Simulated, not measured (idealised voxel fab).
Documented hereafter: the process module known as voxel trench capacitor.
Xsec cut, 195 nm wide, square cell size 5 nm.
Bands, listed from the top down, are how a cross-section gets written in this document; the cross-section itself is a grid of square cells, and a band is one or more rows of them.
Per band: top height and bottom height in nm, followed by the left-to-right materials and their widths in nm; "all across" marks a single material spanning edge to edge, "blank" marks empty space.
Where do heights start? At 0: under that level the wafer as delivered is made of one material only. And the lowest band has no floor; it just carries on downward, as in "0 and below".
The width entry "30 to 40" should be interpreted row by row: the top row of cells in the band takes the first number, the bottom row takes the second number, and the change between adjacent rows is uniform throughout.
Reading "changes: none" for a step: not a cell of the cross-section changed in it.
In the "Completely enclosed voids" entry, you get each enclosed empty space of 8 cells or more, one with no open way to the top, written width x height at distance, distance from the left edge, in nm.
On each step's line, the part that comes after the settings is the simulator's own comment on the step.
The "overlay nm" setting may appear on a step's line; for a step that uses a mask, it gives how far to the right of its planned position the mask lay, and a negative value indicates the left.
## Planned step list for the process
- 1: RECEIVE, material Si
- 2: CONFORMAL_DEP, material SiN, thk nm 5
- 3: DIRECTIONAL_DEP, material aC, thk nm 15
- 4: PATTERN, tone open, mask id TRENCH, material resist, width nm 25, pitch nm 55, thk nm 35, overlay nm 0
- 5: DIRECTIONAL_ETCH, etch materials aC, depth nm 15
- 6: STRIP, etch materials resist
- 7: DIRECTIONAL_ETCH, etch materials SiN, depth nm 5
- 8: DIRECTIONAL_ETCH, etch materials Si, depth nm 35
- 9: STRIP, etch materials aC
- 10: CONFORMAL_DEP, material SiO2, thk nm 5
- 11: FILL_DEP, material polySi, thk nm 10
- 12: CMP, height nm 5
## First out of two wafers; run went to plan
## Cross-sectional view of the wafer in its as-received condition, corresponding to the state after step 1
> 0 and below: Si all across
> Completely enclosed voids: none
## Take a look at the wafer's cross-section after step 2
> 5 down to 0: SiN all across
> Everything under 0 stays put, no change at all.
## Take a look at the wafer's cross-section after step 3
> 20 down to 5: aC all across
> Everything under 5 stays put, no change at all.
## Take a look at the wafer's cross-section after step 4
> 55 down to 20: resist 30 nm | blank 25 nm | resist 30 nm | blank 25 nm | resist 30 nm | blank 25 nm | resist 30 nm
> Everything under 20 stays put, no change at all.
## Take a look at the wafer's cross-section after step 5
> 40 down to 20: resist 30 nm | blank 25 nm | resist 30 nm | blank 25 nm | resist 30 nm | blank 25 nm | resist 30 nm
> 20 down to 5: aC 30 nm | blank 25 nm | aC 30 nm | blank 25 nm | aC 30 nm | blank 25 nm | aC 30 nm
> Everything under 5 stays put, no change at all.
## Take a look at the wafer's cross-section after step 6
> 20 down to 5: aC 30 nm | blank 25 nm | aC 30 nm | blank 25 nm | aC 30 nm | blank 25 nm | aC 30 nm
> Everything under 5 stays put, no change at all.
## Take a look at the wafer's cross-section after step 7
> 20 down to 5: aC 30 nm | blank 25 nm | aC 30 nm | blank 25 nm | aC 30 nm | blank 25 nm | aC 30 nm
> 5 down to 0: SiN 30 nm | blank 25 nm | SiN 30 nm | blank 25 nm | SiN 30 nm | blank 25 nm | SiN 30 nm
> Everything under 0 stays put, no change at all.
## Take a look at the wafer's cross-section after step 8
> 20 down to 5: aC 30 nm | blank 25 nm | aC 30 nm | blank 25 nm | aC 30 nm | blank 25 nm | aC 30 nm
> 5 down to 0: SiN 30 nm | blank 25 nm | SiN 30 nm | blank 25 nm | SiN 30 nm | blank 25 nm | SiN 30 nm
> 0 down to -35: Si 30 nm | blank 25 nm | Si 30 nm | blank 25 nm | Si 30 nm | blank 25 nm | Si 30 nm
> Everything under -35 stays put, no change at all.
## Take a look at the wafer's cross-section after step 9
> 5 down to 0: SiN 30 nm | blank 25 nm | SiN 30 nm | blank 25 nm | SiN 30 nm | blank 25 nm | SiN 30 nm
> Everything under 0 stays put, no change at all.
## Take a look at the wafer's cross-section after step 10
> 10 down to 5: SiO2 35 nm | blank 15 nm | SiO2 40 nm | blank 15 nm | SiO2 40 nm | blank 15 nm | SiO2 35 nm
> 5 down to 0: SiN 30 nm | SiO2 5 nm | blank 15 nm | SiO2 5 nm | SiN 30 nm | SiO2 5 nm | blank 15 nm | SiO2 5 nm | SiN 30 nm | SiO2 5 nm | blank 15 nm | SiO2 5 nm | SiN 30 nm
> 0 down to -30: Si 30 nm | SiO2 5 nm | blank 15 nm | SiO2 5 nm | Si 30 nm | SiO2 5 nm | blank 15 nm | SiO2 5 nm | Si 30 nm | SiO2 5 nm | blank 15 nm | SiO2 5 nm | Si 30 nm
> -30 down to -35: Si 30 nm | SiO2 25 nm | Si 30 nm | SiO2 25 nm | Si 30 nm | SiO2 25 nm | Si 30 nm
> Everything under -35 stays put, no change at all.
## Take a look at the wafer's cross-section after step 11
> 20 down to 10: polySi all across
> 10 down to 5: SiO2 35 nm | polySi 15 nm | SiO2 40 nm | polySi 15 nm | SiO2 40 nm | polySi 15 nm | SiO2 35 nm
> 5 down to 0: SiN 30 nm | SiO2 5 nm | polySi 15 nm | SiO2 5 nm | SiN 30 nm | SiO2 5 nm | polySi 15 nm | SiO2 5 nm | SiN 30 nm | SiO2 5 nm | polySi 15 nm | SiO2 5 nm | SiN 30 nm
> 0 down to -30: Si 30 nm | SiO2 5 nm | polySi 15 nm | SiO2 5 nm | Si 30 nm | SiO2 5 nm | polySi 15 nm | SiO2 5 nm | Si 30 nm | SiO2 5 nm | polySi 15 nm | SiO2 5 nm | Si 30 nm
> Everything under -30 stays put, no change at all.
## Take a look at the wafer's cross-section after step 12
> 5 down to 0: SiN 30 nm | SiO2 5 nm | polySi 15 nm | SiO2 5 nm | SiN 30 nm | SiO2 5 nm | polySi 15 nm | SiO2 5 nm | SiN 30 nm | SiO2 5 nm | polySi 15 nm | SiO2 5 nm | SiN 30 nm
> Everything under 0 stays put, no change at all.
## Second wafer - shared start and plan with the first - one error in running - same as the first up to step 6 inclusive
## Planned end of step 7: second wafer, cross-section
> 20 down to 5: aC 30 nm | blank 25 nm | aC 30 nm | blank 25 nm | aC 30 nm | blank 25 nm | aC 30 nm
> 5 down to 0: SiN 30 nm | blank 25 nm | SiN 30 nm | blank 25 nm | SiN 30 nm | blank 25 nm | SiN 30 nm
> Everything under 0 stays put, no change at all.
## Planned end of step 8: second wafer, cross-section
> 20 down to 5: aC 30 nm | blank 25 nm | aC 30 nm | blank 25 nm | aC 30 nm | blank 25 nm | aC 30 nm
> 5 down to 0: SiN 30 nm | blank 25 nm | SiN 30 nm | blank 25 nm | SiN 30 nm | blank 25 nm | SiN 30 nm
> 0 down to -35: Si 30 nm | blank 25 nm | Si 30 nm | blank 25 nm | Si 30 nm | blank 25 nm | Si 30 nm
> Everything under -35 stays put, no change at all.
## Planned end of step 9: second wafer, cross-section
> 5 down to 0: SiN 30 nm | blank 25 nm | SiN 30 nm | blank 25 nm | SiN 30 nm | blank 25 nm | SiN 30 nm
> Everything under 0 stays put, no change at all.
## Planned end of step 10: second wafer, cross-section
> 10 down to 5: SiO2 35 nm | blank 15 nm | SiO2 40 nm | blank 15 nm | SiO2 40 nm | blank 15 nm | SiO2 35 nm
> 5 down to 0: SiN 30 nm | SiO2 5 nm | blank 15 nm | SiO2 5 nm | SiN 30 nm | SiO2 5 nm | blank 15 nm | SiO2 5 nm | SiN 30 nm | SiO2 5 nm | blank 15 nm | SiO2 5 nm | SiN 30 nm
> 0 down to -30: Si 30 nm | SiO2 5 nm | blank 15 nm | SiO2 5 nm | Si 30 nm | SiO2 5 nm | blank 15 nm | SiO2 5 nm | Si 30 nm | SiO2 5 nm | blank 15 nm | SiO2 5 nm | Si 30 nm
> -30 down to -35: Si 30 nm | SiO2 25 nm | Si 30 nm | SiO2 25 nm | Si 30 nm | SiO2 25 nm | Si 30 nm
> Everything under -35 stays put, no change at all.
## Planned end of step 11: second wafer, cross-section
> 20 down to 10: polySi all across
> 10 down to 5: SiO2 35 nm | polySi 15 nm | SiO2 40 nm | polySi 15 nm | SiO2 40 nm | polySi 15 nm | SiO2 35 nm
> 5 down to 0: SiN 30 nm | SiO2 5 nm | polySi 15 nm | SiO2 5 nm | SiN 30 nm | SiO2 5 nm | polySi 15 nm | SiO2 5 nm | SiN 30 nm | SiO2 5 nm | polySi 15 nm | SiO2 5 nm | SiN 30 nm
> 0 down to -30: Si 30 nm | SiO2 5 nm | polySi 15 nm | SiO2 5 nm | Si 30 nm | SiO2 5 nm | polySi 15 nm | SiO2 5 nm | Si 30 nm | SiO2 5 nm | polySi 15 nm | SiO2 5 nm | Si 30 nm
> Everything under -30 stays put, no change at all.
## Planned end of step 12: second wafer, cross-section
> 5 down to 0: SiN 30 nm | SiO2 5 nm | polySi 15 nm | SiO2 5 nm | SiN 30 nm | SiO2 5 nm | polySi 15 nm | SiO2 5 nm | SiN 30 nm | SiO2 5 nm | polySi 15 nm | SiO2 5 nm | SiN 30 nm
> Everything under 0 stays put, no change at all.
Want to know what went wrong? step 7 of the plan was carried out twice
The two wafers finish with the same cross-section, and therefore the mistake leaves the computed outcome of this model unchanged.
